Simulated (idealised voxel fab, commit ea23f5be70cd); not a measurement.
You're looking at the process module voxel self aligned contacts.
Cross-section cut: width 285 nm, square cells of 5 nm.
A cross-section is a grid of square cells, given in bands from the top down. A band is one or more rows of cells. For a band, the entry starts with two heights in nm, that of the top and then that of the bottom, and carries on with the band's materials in order from left to right, each alongside its width in nm; the word "edge to edge" beside a single material means it fills the band edge to edge, and "air" means empty space. Heads up on the height convention: 0 is the point under which the incoming wafer is all one material, and the lowest band has no bottom, it just keeps going down, like "0 nm and below". A width such as "30..40" changes by the same amount from each row of cells to the next, from the band's top row to its bottom row. Step marked "nothing got changed"? Then no cell in the cross-section changed in it. "Closed cavities" - sealed voids, min. 8 cells, no opening to top; format: width x height at distance (distance from left edge; nm throughout). Whatever follows a step's settings on its line is a remark the simulator itself makes about that step. If you see "overlay nm" on a step's line and that step has a mask, it's telling you how far right of where it was planned the mask ended up; a negative number means it went left instead.
These are the steps we planned for the process:
| 1 | RECEIVE,material Si |
| 2 | OXIDIZE,depth nm 5 |
| 3 | DIRECTIONAL_DEP,material polySi,thk nm 25 |
| 4 | DIRECTIONAL_DEP,material SiN,thk nm 15 |
| 5 | DIRECTIONAL_DEP,material aC,thk nm 15 |
| 6 | PATTERN,tone cover,mask id GATE,material resist,width nm 25,pitch nm 55,thk nm 30,overlay nm 0 |
| 7 | DIRECTIONAL_ETCH,etch materials aC,depth nm 15 |
| 8 | STRIP,etch materials resist |
| 9 | DIRECTIONAL_ETCH,etch materials SiN,depth nm 15 |
| 10 | DIRECTIONAL_ETCH,etch materials polySi,depth nm 25 |
| 11 | STRIP,etch materials aC |
| 12 | CONFORMAL_DEP,material SiN,thk nm 5 |
| 13 | DIRECTIONAL_ETCH,etch materials SiN,depth nm 5 |
| 14 | FILL_DEP,material SiO2,thk nm 10 |
| 15 | CMP,height nm 45 |
| 16 | MASKED_ETCH,tone open,mask id CONTACT,width nm 40,pitch nm 55,etch materials SiO2,depth nm 50,overlay nm 0 |
| 17 | CONFORMAL_DEP,material TiN,thk nm 5 |
| 18 | FILL_DEP,material W,thk nm 5 |
| 19 | CMP,height nm 45 |
| 20 | CONFORMAL_DEP,material SiN,thk nm 5 |
Cross-section: wafer on arrival = after step 1:
	0 nm and below  Si edge to edge
	Closed cavities: none
Look at the cross-section after the module: the wafer started out the way shown above and the plan was the one shown above, yet one mistake was made along the way:
	50 nm to 45 nm  SiN edge to edge
	45 nm to 40 nm  95 nm SiO2, then 15 nm TiN, then 10 nm W, then 15 nm TiN, then 15 nm SiO2, then 15 nm TiN, then 10 nm W, then 15 nm TiN, then 95 nm SiO2
	40 nm to 20 nm  70 nm SiO2, then 5 nm SiN, then 25 nm polySi, then 5 nm SiN, then 5 nm TiN, then 10 nm W, then 5 nm TiN, then 5 nm SiN, then 25 nm polySi, then 5 nm SiN, then 5 nm TiN, then 10 nm W, then 5 nm TiN, then 5 nm SiN, then 25 nm polySi, then 5 nm SiN, then 70 nm SiO2
	20 nm to 15 nm  70 nm SiO2, then 5 nm SiN, then 25 nm polySi, then 5 nm SiN, then 20 nm TiN, then 5 nm SiN, then 25 nm polySi, then 5 nm SiN, then 20 nm TiN, then 5 nm SiN, then 25 nm polySi, then 5 nm SiN, then 70 nm SiO2
	15 nm to 0 nm  SiN edge to edge
	0 nm to -5 nm  SiO2 edge to edge
	-5 nm and below  Si edge to edge
	Closed cavities: none
Which mistake was made when the wafer was run? plan steps 3 and 4 run swapped
